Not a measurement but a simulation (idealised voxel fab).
The process module presented herein is designated voxel self aligned vias.
Cross-sectional view cut (width: 265 nm; square cell size: 5 nm).
Just so we're on the same page, the cross-sections are grids of square cells, and they're listed out in bands top to bottom, each band one or more rows deep.
In this notation a band is specified by the heights of its top and bottom, in that order and in nm, after which its materials appear from left to right, each paired with its width in nm. The word "throughout" attached to a single material means that material fills the band from edge to edge; the word "empty" stands for empty space.
We count height from 0. Below that, the starting wafer is all one material. The lowest band never ends at the bottom but goes on down; see "0 down" for how that is written.
When a width is written as two numbers, as in "30 to 40", the first number is the width in the top row of cells of the band and the second is the width in its bottom row, and the width changes by the same amount from each row to the next.
Step note "same as before" = no cross-section cell changed.
Look at "Sealed internal voids" for the closed voids: empty spaces with no open path to the top, sized 8 cells or up. Each is width x height at distance, distance from the left edge, all nm.
That trailing text on a step's line, after the settings, is the simulator's own remark on the step.
A step's line can hold "overlay nm"; with a mask on that step, the setting says how far right of the planned place the mask lay, while a negative setting says it lay to the left.
# Process steps - plan
step 1: RECEIVE: material Si
step 2: CONFORMAL_DEP: material SiO2, thk nm 15
step 3: CONFORMAL_DEP: material SiCN, thk nm 5
step 4: DIRECTIONAL_DEP: material lowk, thk nm 30
step 5: PATTERN: tone open, mask id LINES, material resist, width nm 20, pitch nm 65, thk nm 20, overlay nm 0
step 6: DIRECTIONAL_ETCH: etch materials lowk, depth nm 30
step 7: STRIP: etch materials resist
step 8: CONFORMAL_DEP: material TiN, thk nm 5
step 9: FILL_DEP: material W, thk nm 5
step 10: CMP: height nm 50
step 11: SELECTIVE_ETCH: etch materials W Ru TiN, depth nm 5
step 12: FILL_DEP: material SiN, thk nm 10
step 13: CMP: height nm 50
step 14: DIRECTIONAL_DEP: material lowk, thk nm 20
step 15: DIRECTIONAL_DEP: material aC, thk nm 10
step 16: PATTERN: tone open, mask id VIAS, material resist, width nm 40, pitch nm 65, thk nm 30, overlay nm 0
step 17: DIRECTIONAL_ETCH: etch materials aC, depth nm 10
step 18: STRIP: etch materials resist
step 19: DIRECTIONAL_ETCH: etch materials lowk, depth nm 20
step 20: DIRECTIONAL_ETCH: etch materials SiN, depth nm 5
step 21: STRIP: etch materials aC
step 22: CONFORMAL_DEP: material TiN, thk nm 5
step 23: FILL_DEP: material W, thk nm 5
step 24: CMP: height nm 70
step 25: CONFORMAL_DEP: material SiCN, thk nm 5
# As-received state of the wafer in cross-section, equivalent to post-step 1
	0 down | Si throughout
	Sealed internal voids: none
# Here's the wafer cut in cross-section after the module, started and planned just like above, except one thing was done wrong in the run
	75 to 70 | SiCN throughout
	70 to 55 | 85 nm lowk / 5 nm TiN / 30 nm W / 5 nm TiN / 25 nm lowk / 5 nm TiN / 30 nm W / 5 nm TiN / 75 nm lowk
	55 to 50 | 85 nm lowk / 10 nm TiN / 10 nm W / 20 nm TiN / 25 nm lowk / 10 nm TiN / 10 nm W / 20 nm TiN / 75 nm lowk
	50 to 45 | 90 nm lowk / 20 nm TiN / 45 nm lowk / 20 nm TiN / 90 nm lowk
	45 to 25 | 90 nm lowk / 5 nm TiN / 10 nm W / 5 nm TiN / 45 nm lowk / 5 nm TiN / 10 nm W / 5 nm TiN / 90 nm lowk
	25 to 20 | 90 nm lowk / 20 nm TiN / 45 nm lowk / 20 nm TiN / 90 nm lowk
	20 to 15 | SiCN throughout
	15 to 0 | SiO2 throughout
	0 down | Si throughout
	Sealed internal voids: none
Short version of what went wrong: rather than as planned, step 16 actually ran as PATTERN: tone open, mask id VIAS, material resist, width nm 40, pitch nm 65, thk nm 30, overlay nm 5
